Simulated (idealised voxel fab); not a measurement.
process module | voxel transistor to metal
Cross-section cut spans 140 nm and uses square cells 5 nm in size.
Cross-section layout: square cells on a grid; listed as bands, top to bottom; a band spans one or more cell rows.
This entry defines a band. It first specifies the height of the band's top and the height of its bottom in nm, and then specifies the band's materials from left to right, stating each material with its width in nm. The word "all across" identifies a single material that fills the band from edge to edge, while the word "blank" identifies empty space.
Heights are reckoned from 0. Under this level, the received wafer is all of one material. The bottommost band is open-ended downward, for example "top 0, no bottom".
Width "30->40": first value at the band's top row of cells, second value at its bottom row, equal change from row to row.
No cell of the cross-section changed in a step that is given as "no change occurred".
The label "Trapped cavities" introduces a list of the empty spaces, 8 cells or larger, that have no open way up to the top; each entry in it reads width x height at distance, where the distance is taken from the left edge and all three are stated in nm.
Text after the settings on a step's line: the simulator's own remark on that step.
"overlay nm" on a masked step: distance the mask lay right of its planned place, negative for left.

Process steps - plan
- 1: RECEIVE (material Si)
- 2: CONFORMAL_DEP (material SiO2; thk nm 5)
- 3: CONFORMAL_DEP (material SiN; thk nm 10)
- 4: MASKED_ETCH (tone cover; mask id ACTIVE; width nm 110; etch materials SiN; depth nm 10; overlay nm 0)
- 5: MASKED_ETCH (tone cover; mask id ACTIVE; width nm 110; etch materials SiO2; depth nm 5; overlay nm 0)
- 6: MASKED_ETCH (tone cover; mask id ACTIVE; width nm 110; etch materials Si; depth nm 25; overlay nm 0)
- 7: FILL_DEP (material SiO2; thk nm 10)
- 8: CMP (height nm 15)
- 9: SELECTIVE_ETCH (etch materials SiO2; depth nm 5)
- 10: STRIP (etch materials SiN)
- 11: SELECTIVE_ETCH (etch materials SiO2; depth nm 5)
- 12: OXIDIZE (depth nm 5)
- 13: DIRECTIONAL_DEP (material polySi; thk nm 20)
- 14: DIRECTIONAL_DEP (material SiCN; thk nm 15)
- 15: PATTERN (tone cover; mask id GATE; material resist; width nm 20; thk nm 15; overlay nm 0)
- 16: DIRECTIONAL_ETCH (etch materials SiCN; depth nm 25)
- 17: DIRECTIONAL_ETCH (etch materials polySi; depth nm 30)
- 18: STRIP (etch materials resist)
- 19: CONFORMAL_DEP (material SiN; thk nm 5)
- 20: DIRECTIONAL_ETCH (etch materials SiN; depth nm 5)
- 21: DIRECTIONAL_ETCH (etch materials SiO2; depth nm 5)
- 22: DIRECTIONAL_ETCH (etch materials Si; depth nm 5)
- 23: EPI (material pSi; thk nm 5)
- 24: FILL_DEP (material SiO2; thk nm 10)
- 25: CMP (height nm 35)
- 26: DIRECTIONAL_DEP (material SiO2; thk nm 10)
- 27: DIRECTIONAL_DEP (material aC; thk nm 15)
- 28: PATTERN (tone open; mask id CONTACT; material resist; width nm 30; pitch nm 60; thk nm 35; overlay nm 0)
- 29: DIRECTIONAL_ETCH (etch materials aC; depth nm 15)
- 30: STRIP (etch materials resist)
- 31: DIRECTIONAL_ETCH (etch materials SiO2; depth nm 50)
- 32: STRIP (etch materials aC)
- 33: CONFORMAL_DEP (material TiN; thk nm 5)
- 34: FILL_DEP (material W; thk nm 5)
- 35: CMP (height nm 45)
- 36: DIRECTIONAL_DEP (material TiN; thk nm 5)
- 37: DIRECTIONAL_DEP (material W; thk nm 20)
- 38: MASKED_ETCH (tone cover; mask id METAL_1; width nm 15; pitch nm 75; etch materials W; depth nm 20; overlay nm 0)
- 39: MASKED_ETCH (tone cover; mask id METAL_1; width nm 15; pitch nm 75; etch materials TiN; depth nm 5; overlay nm 0)
- 40: CONFORMAL_DEP (material SiN; thk nm 5)
- 41: FILL_DEP (material SiO2; thk nm 5)
- 42: CMP (height nm 70)
- 43: CONFORMAL_DEP (material SiCN; thk nm 5)

Cross-sectional view of the wafer in its as-received condition, corresponding to the state after step 1
  top 0, no bottom | Si all across
  Trapped cavities: none

Cross-sectional view of the first of the two wafers upon completion of the module, processed in accordance with the plan
  top 75, bottom 70 | SiCN all across
  top 70, bottom 50 | SiO2=20  SiN=5  W=15  SiN=5  SiO2=50  SiN=5  W=15  SiN=5  SiO2=20
  top 50, bottom 45 | SiN=25  TiN=15  SiN=60  TiN=15  SiN=25
  top 45, bottom 35 | SiO2=25  TiN=5  W=20  TiN=5  SiO2=30  TiN=5  W=20  TiN=5  SiO2=25
  top 35, bottom 20 | SiO2=25  TiN=5  W=20  TiN=5  SiN=5  SiCN=20  SiN=5  TiN=5  W=20  TiN=5  SiO2=25
  top 20, bottom 5 | SiO2=25  TiN=5  W=20  TiN=5  SiN=5  polySi=20  SiN=5  TiN=5  W=20  TiN=5  SiO2=25
  top 5, bottom 0 | SiO2=10  SiN=5  SiO2=10  TiN=5  W=15  TiN=10  SiN=5  polySi=20  SiN=5  TiN=10  W=15  TiN=5  SiO2=10  SiN=5  SiO2=10
  top 0, bottom -5 | SiO2=25  TiN=25  pSi=5  SiO2=30  pSi=5  TiN=25  SiO2=25
  top -5, bottom -10 | SiO2=15  pSi=40  Si=30  pSi=40  SiO2=15
  top -10, bottom -25 | SiO2=15  Si=110  SiO2=15
  top -25, no bottom | Si all across
  Trapped cavities: none

Second wafer through the module, sectioned at the end: same beginning and same plan as the first wafer, with one mistake in carrying it out
  top 75, bottom 70 | SiCN all across
  top 70, bottom 50 | W=20  SiN=5  W=15  SiN=5  W=50  SiN=5  W=15  SiN=5  W=20
  top 50, bottom 45 | SiN=25  TiN=15  SiN=60  TiN=15  SiN=25
  top 45, bottom 35 | SiO2=25  TiN=5  W=20  TiN=5  SiO2=30  TiN=5  W=20  TiN=5  SiO2=25
  top 35, bottom 20 | SiO2=25  TiN=5  W=20  TiN=5  SiN=5  SiCN=20  SiN=5  TiN=5  W=20  TiN=5  SiO2=25
  top 20, bottom 5 | SiO2=25  TiN=5  W=20  TiN=5  SiN=5  polySi=20  SiN=5  TiN=5  W=20  TiN=5  SiO2=25
  top 5, bottom 0 | SiO2=10  SiN=5  SiO2=10  TiN=5  W=15  TiN=10  SiN=5  polySi=20  SiN=5  TiN=10  W=15  TiN=5  SiO2=10  SiN=5  SiO2=10
  top 0, bottom -5 | SiO2=25  TiN=25  pSi=5  SiO2=30  pSi=5  TiN=25  SiO2=25
  top -5, bottom -10 | SiO2=15  pSi=40  Si=30  pSi=40  SiO2=15
  top -10, bottom -25 | SiO2=15  Si=110  SiO2=15
  top -25, no bottom | Si all across
  Trapped cavities: none
Heads up, the wafer didn't run the way we planned it: step 41 was processed under conditions differing from the plan, specifically as FILL_DEP (material W; thk nm 5)
Bottom line after processing is that, in cells, the second wafer is up or down on some materials versus the first: SiO2 -72 | W +72
